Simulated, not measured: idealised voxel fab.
This is a process module. Its name is voxel wiring stack.
Square cells of 5 nm make up the cross-section cut, whose width is 150 nm.
A cross-section is written here as square cells arranged in a grid, and it is given in bands from the top down, each band taking up one or more rows of cells. Basically the band line says how high the top is and how high the bottom is, in nm, and then what's in it from left to right, every material with its width in nm. Empty space shows up as "blank", and if a single material carries "everywhere" it runs the full band edge to edge. Height datum 0, below which the as-received substrate wafer is one material. Lowest band open at the bottom, running downward: "z 0 and below". When a width is written as two numbers, as in "30->40", the first number is the width in the top row of cells of the band and the second is the width in its bottom row, and the width changes by the same amount from each row to the next. For the purposes of this document, the phrase "nothing was modified" attached to a step denotes that no cell within the cross-section was modified by that step. Any empty space of 8 cells or more lacking an open way to the top shows up in "Closed-off voids" as width x height at distance, distance from the left edge, in nm. Where a step's line continues beyond its settings, the continuation is a remark by the simulator itself on that step. overlay nm: for a step with a mask, the amount by which the mask lay right of where it was planned; a negative amount means left of it.
Planned process steps:
| 1 | RECEIVE with material Si |
| 2 | CONFORMAL_DEP with material SiO2, thk nm 10 |
| 3 | DIRECTIONAL_DEP with material TiN, thk nm 5 |
| 4 | DIRECTIONAL_DEP with material W, thk nm 20 |
| 5 | DIRECTIONAL_DEP with material aC, thk nm 15 |
| 6 | PATTERN with tone cover, mask id METAL_1, material resist, width nm 30, pitch nm 50, thk nm 30, overlay nm 0 |
| 7 | DIRECTIONAL_ETCH with etch materials aC, depth nm 15 |
| 8 | STRIP with etch materials resist |
| 9 | DIRECTIONAL_ETCH with etch materials W, depth nm 20 |
| 10 | DIRECTIONAL_ETCH with etch materials TiN, depth nm 5 |
| 11 | STRIP with etch materials aC |
| 12 | CONFORMAL_DEP with material SiCN, thk nm 5 |
| 13 | FILL_DEP with material SiO2, thk nm 5 |
| 14 | CMP with height nm 35 |
| 15 | CONFORMAL_DEP with material SiCN, thk nm 5 |
| 16 | DIRECTIONAL_DEP with material lowk, thk nm 20 |
| 17 | MASKED_ETCH with tone open, mask id PLUG_1, width nm 15, etch materials lowk, depth nm 20, overlay nm 0 |
| 18 | MASKED_ETCH with tone open, mask id PLUG_1, width nm 15, etch materials SiCN, depth nm 5, overlay nm 0 |
| 19 | CONFORMAL_DEP with material TiN, thk nm 5 |
| 20 | FILL_DEP with material Cu, thk nm 5 |
| 21 | CMP with height nm 60 |
| 22 | CONFORMAL_DEP with material SiCN, thk nm 5 |
| 23 | DIRECTIONAL_DEP with material lowk, thk nm 20 |
| 24 | MASKED_ETCH with tone open, mask id METAL_2, width nm 30, pitch nm 50, etch materials lowk, depth nm 20, overlay nm 0 |
| 25 | MASKED_ETCH with tone open, mask id METAL_2, width nm 30, pitch nm 50, etch materials SiCN, depth nm 5, overlay nm 0 |
| 26 | CONFORMAL_DEP with material TiN, thk nm 5 |
| 27 | FILL_DEP with material Ru, thk nm 5 |
| 28 | CMP with height nm 85 |
| 29 | CONFORMAL_DEP with material SiCN, thk nm 5 |
| 30 | DIRECTIONAL_DEP with material SiO2, thk nm 10 |
| 31 | PATTERN with tone open, mask id PLUG_2, material resist, width nm 15, pitch nm 50, thk nm 20, overlay nm 0 |
| 32 | DIRECTIONAL_ETCH with etch materials SiO2, depth nm 10 |
| 33 | DIRECTIONAL_ETCH with etch materials SiCN, depth nm 5 |
| 34 | STRIP with etch materials resist |
| 35 | CONFORMAL_DEP with material TiN, thk nm 5 |
| 36 | FILL_DEP with material Ru, thk nm 10 |
| 37 | CMP with height nm 100 |
| 38 | CONFORMAL_DEP with material SiN, thk nm 5 |
| 39 | DIRECTIONAL_DEP with material SiO2, thk nm 25 |
| 40 | PATTERN with tone open, mask id METAL_3, material resist, width nm 30, pitch nm 50, thk nm 20, overlay nm 0 |
| 41 | DIRECTIONAL_ETCH with etch materials SiO2, depth nm 25 |
| 42 | DIRECTIONAL_ETCH with etch materials SiN, depth nm 5 |
| 43 | STRIP with etch materials resist |
| 44 | CONFORMAL_DEP with material TiN, thk nm 5 |
| 45 | FILL_DEP with material Cu, thk nm 5 |
| 46 | CMP with height nm 130 |
| 47 | CONFORMAL_DEP with material SiCN, thk nm 5 |
Wafer at receipt (post step 1), cross-section:
* z 0 and below  Si everywhere
* Closed-off voids: none
As-planned run: cross-section of the first of two wafers at end of module:
* z 135 to 130  SiCN everywhere
* z 130 to 105  SiO2: 35; TiN: 5; Cu: 20; TiN: 5; SiO2: 20; TiN: 5; Cu: 20; TiN: 5; SiO2: 35
* z 105 to 100  SiN: 35; TiN: 30; SiN: 20; TiN: 30; SiN: 35
* z 100 to 90  SiO2: 35; TiN: 5; Ru: 5; TiN: 5; SiO2: 35; TiN: 5; Ru: 5; TiN: 5; SiO2: 50
* z 90 to 85  SiCN: 35; TiN: 15; SiCN: 35; TiN: 15; SiCN: 50
* z 85 to 65  lowk: 35; TiN: 5; Ru: 20; TiN: 5; lowk: 20; TiN: 5; Ru: 20; TiN: 5; lowk: 35
* z 65 to 60  SiCN: 35; TiN: 30; SiCN: 20; TiN: 30; SiCN: 35
* z 60 to 40  lowk: 35; TiN: 5; Cu: 5; TiN: 5; lowk: 100
* z 40 to 35  SiCN: 35; TiN: 15; SiCN: 100
* z 35 to 15  SiO2: 30; SiCN: 5; W: 30; SiCN: 5; SiO2: 10; SiCN: 5; W: 30; SiCN: 5; SiO2: 30
* z 15 to 10  SiCN: 35; TiN: 30; SiCN: 20; TiN: 30; SiCN: 35
* z 10 to 0  SiO2 everywhere
* z 0 and below  Si everywhere
* Closed-off voids: none
Wafer two, end of module, cross-section. Same start, same plan as wafer one. One mistake in the run:
* z 135 to 130  SiCN everywhere
* z 130 to 105  SiO2: 35; TiN: 5; Cu: 20; TiN: 5; SiO2: 20; TiN: 5; Cu: 20; TiN: 5; SiO2: 35
* z 105 to 100  SiN: 35; TiN: 30; SiN: 20; TiN: 30; SiN: 35
* z 100 to 90  SiO2: 35; TiN: 5; Ru: 5; TiN: 5; SiO2: 35; TiN: 5; Ru: 5; TiN: 5; SiO2: 50
* z 90 to 85  SiCN: 35; TiN: 15; SiCN: 35; TiN: 15; SiCN: 50
* z 85 to 75  lowk: 35; TiN: 5; Ru: 20; TiN: 5; lowk: 20; TiN: 5; Ru: 20; TiN: 5; lowk: 35
* z 75 to 70  SiCN: 35; TiN: 30; SiCN: 20; TiN: 30; SiCN: 35
* z 70 to 60  SiCN everywhere
* z 60 to 40  lowk: 35; TiN: 5; Cu: 5; TiN: 5; lowk: 100
* z 40 to 35  SiCN: 35; TiN: 15; SiCN: 100
* z 35 to 15  SiO2: 30; SiCN: 5; W: 30; SiCN: 5; SiO2: 10; SiCN: 5; W: 30; SiCN: 5; SiO2: 30
* z 15 to 10  SiCN: 35; TiN: 30; SiCN: 20; TiN: 30; SiCN: 35
* z 10 to 0  SiO2 everywhere
* z 0 and below  Si everywhere
* Closed-off voids: none
The plan and the run diverged here: heads up, step 22 didn't go per plan, it actually ran as CONFORMAL_DEP with material SiCN, thk nm 15
Cell-count delta at end, second wafer over first, by material: -16 Ru; +60 SiCN; -8 TiN; -36 lowk
